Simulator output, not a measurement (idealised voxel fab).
Process module in this document: voxel wiring stack
Section cut is 205 nm wide and gridded with 5 nm square cells.
Cross-section spec: square-cell grid; bands listed top down; each band is one or more rows.
What a band's entry tells you: where the top is and where the bottom is, as heights in nm, and after that what lies inside, material by material from left to right, each with its width in nm. Empty space is written as the word "empty", and a single material marked with the word "edge to edge" occupies the band from edge to edge.
Counting heights begins at 0, where everything beneath is, in the wafer as received, one material. The lowest band has no bottom; it goes on downwards, as "0 -> down" shows.
You'd read "30->40" like this: the band's top row of cells is as wide as the first number, its bottom row is as wide as the second, and going down, every row changes width by the same amount as the row before did.
"no change" (step): cross-section cells unchanged, all of them.
For the entry "Tabulated closed voids", the listed items are empty spaces with no open way to the top whose size is 8 cells or more; each item follows the pattern width x height at distance, where distance is from the left edge and all three are in nm.
Step line, after settings: the simulator's comment on this step.
The optional step-line setting "overlay nm" applies to steps with a mask and quantifies how far to the right of its planned location the mask lay, a negative value indicating leftward placement.
# plan
1 op RECEIVE | material Si
2 op CONFORMAL_DEP | material SiO2 | thk nm 15
3 op CONFORMAL_DEP | material SiCN | thk nm 5
4 op DIRECTIONAL_DEP | material lowk | thk nm 25
5 op DIRECTIONAL_DEP | material aC | thk nm 10
6 op PATTERN | tone open | mask id METAL_1 | material resist | width nm 25 | pitch nm 50 | thk nm 30 | overlay nm 0
7 op DIRECTIONAL_ETCH | etch materials aC | depth nm 10
8 op STRIP | etch materials resist
9 op DIRECTIONAL_ETCH | etch materials lowk | depth nm 25
10 op DIRECTIONAL_ETCH | etch materials SiCN | depth nm 5
11 op STRIP | etch materials aC
12 op CONFORMAL_DEP | material TiN | thk nm 5
13 op FILL_DEP | material Cu | thk nm 10
14 op CMP | height nm 45
15 op CONFORMAL_DEP | material SiCN | thk nm 5
16 op DIRECTIONAL_DEP | material lowk | thk nm 15
17 op DIRECTIONAL_DEP | material aC | thk nm 15
18 op PATTERN | tone open | mask id PLUG_1 | material resist | width nm 15 | pitch nm 50 | thk nm 30 | overlay nm 0
19 op DIRECTIONAL_ETCH | etch materials aC | depth nm 15
20 op STRIP | etch materials resist
21 op DIRECTIONAL_ETCH | etch materials lowk | depth nm 15
22 op DIRECTIONAL_ETCH | etch materials SiCN | depth nm 5
23 op STRIP | etch materials aC
24 op CONFORMAL_DEP | material TiN | thk nm 5
25 op FILL_DEP | material Ru | thk nm 5
26 op CMP | height nm 65
27 op DIRECTIONAL_DEP | material TiN | thk nm 5
28 op DIRECTIONAL_DEP | material W | thk nm 20
29 op MASKED_ETCH | tone cover | mask id METAL_2 | width nm 25 | pitch nm 50 | etch materials W | depth nm 20 | overlay nm 0
30 op MASKED_ETCH | tone cover | mask id METAL_2 | width nm 25 | pitch nm 50 | etch materials TiN | depth nm 5 | overlay nm 0
31 op FILL_DEP | material SiO2 | thk nm 5
32 op CMP | height nm 90
33 op CONFORMAL_DEP | material SiN | thk nm 5
# Wafer at receipt (post step 1), cross-section
* 0 -> down  Si edge to edge
* Tabulated closed voids: none
# Cross-section, first of two wafers, end of module, run as planned
* 95 -> 90  SiN edge to edge
* 90 -> 70  SiO2 (40), then W (25), then SiO2 (25), then W (25), then SiO2 (25), then W (25), then SiO2 (40)
* 70 -> 65  SiO2 (40), then TiN (25), then SiO2 (25), then TiN (25), then SiO2 (25), then TiN (25), then SiO2 (40)
* 65 -> 50  lowk (40), then TiN (5), then Ru (5), then TiN (5), then lowk (35), then TiN (5), then Ru (5), then TiN (5), then lowk (35), then TiN (5), then Ru (5), then TiN (5), then lowk (50)
* 50 -> 45  SiCN (40), then TiN (15), then SiCN (35), then TiN (15), then SiCN (35), then TiN (15), then SiCN (50)
* 45 -> 20  lowk (40), then TiN (5), then Cu (15), then TiN (5), then lowk (25), then TiN (5), then Cu (15), then TiN (5), then lowk (25), then TiN (5), then Cu (15), then TiN (5), then lowk (40)
* 20 -> 15  SiCN (40), then TiN (25), then SiCN (25), then TiN (25), then SiCN (25), then TiN (25), then SiCN (40)
* 15 -> 0  SiO2 edge to edge
* 0 -> down  Si edge to edge
* Tabulated closed voids: none
# This cross-section belongs to the second wafer of two at the end of the module; the start and the plan were shared with the first, and the run included one mistake
* 95 -> 90  SiN edge to edge
* 90 -> 70  W (40), then SiO2 (25), then W (25), then SiO2 (25), then W (25), then SiO2 (25), then W (40)
* 70 -> 65  TiN edge to edge
* 65 -> 50  lowk (40), then TiN (5), then Ru (5), then TiN (5), then lowk (35), then TiN (5), then Ru (5), then TiN (5), then lowk (35), then TiN (5), then Ru (5), then TiN (5), then lowk (50)
* 50 -> 45  SiCN (40), then TiN (15), then SiCN (35), then TiN (15), then SiCN (35), then TiN (15), then SiCN (50)
* 45 -> 20  lowk (40), then TiN (5), then Cu (15), then TiN (5), then lowk (25), then TiN (5), then Cu (15), then TiN (5), then lowk (25), then TiN (5), then Cu (15), then TiN (5), then lowk (40)
* 20 -> 15  SiCN (40), then TiN (25), then SiCN (25), then TiN (25), then SiCN (25), then TiN (25), then SiCN (40)
* 15 -> 0  SiO2 edge to edge
* 0 -> down  Si edge to edge
* Tabulated closed voids: none
What was done differently from what was planned? so step 29 ended up running with a different setting than we planned, it ran as op MASKED_ETCH | tone open | mask id METAL_2 | width nm 25 | pitch nm 50 | etch materials W | depth nm 20 | overlay nm 0
Count the cells at the end and the second wafer has more or fewer of some materials than the first: SiO2: 70 fewer, TiN: 26 more, W: 44 more
